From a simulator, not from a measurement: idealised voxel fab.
Process module under the name voxel tone inversion
Section cut is 175 nm wide and gridded with 5 nm square cells.
If you're reading a cross-section in this doc, picture square cells in a grid; it comes to you as bands, top ones listed first down to the bottom, and a band can be one or more rows of cells. Top, bottom (nm), then materials left to right with widths (nm); lone material tagged "full width" fills the whole band edge to edge; "air" = empty space. The level at which height equals 0 is the one under which the wafer, as it arrives, is entirely one material. No lower edge exists for the bottom band, which continues downward and is notated as in "0 and below". The expression "30->40" gives the width at the extremes of the band, the first number at its top row of cells and the second at its bottom row, with the width changing by equal amounts from each row to the next in between. Basically "stayed the same" means that step didn't change any cell in the cross-section. In the "Enclosed void listing" entry, you get each enclosed empty space of 8 cells or more, one with no open way to the top, written width x height at distance, distance from the left edge, in nm. It should be noted that, on the line of a given step, the content following the step's settings is a remark produced by the simulator itself with respect to that step. A step's line can hold "overlay nm"; with a mask on that step, the setting says how far right of the planned place the mask lay, while a negative setting says it lay to the left.

THE FOLLOWING LIST GIVES THE PLANNED PROCESS STEPS
| 1 | RECEIVE (material Si) |
| 2 | CONFORMAL_DEP (material SiCN; thk nm 10) |
| 3 | DIRECTIONAL_DEP (material polySi; thk nm 25) |
| 4 | PATTERN (tone cover; mask id POSTS; material resist; width nm 25; pitch nm 50; thk nm 35; overlay nm 0) |
| 5 | DIRECTIONAL_ETCH (etch materials polySi; depth nm 25) |
| 6 | STRIP (etch materials resist) |
| 7 | FILL_DEP (material SiO2; thk nm 10) |
| 8 | CMP (height nm 35) |
| 9 | STRIP (etch materials polySi) |
| 10 | CONFORMAL_DEP (material TiN; thk nm 5) |
| 11 | FILL_DEP (material Cu; thk nm 10) |
| 12 | CMP (height nm 35) |
| 13 | CONFORMAL_DEP (material SiCN; thk nm 5) |

INCOMING WAFER IN CROSS-SECTION (STATE: AFTER STEP 1)
	0 and below: Si full width
	Enclosed void listing: none

STARTING STRUCTURE AND PROCESS PLAN ARE AS SHOWN ABOVE, BUT ONE MISTAKE WAS MADE IN RUNNING THE MODULE; THE WAFER CROSS-SECTION AT THE END OF THE MODULE FOLLOWS
	40 down to 25: SiCN full width
	25 down to 0: polySi full width
	0 and below: Si full width
	Enclosed void listing: none
Where did the run depart from the plan? the run placed steps 2 and 3 each in the position the plan gave to the other
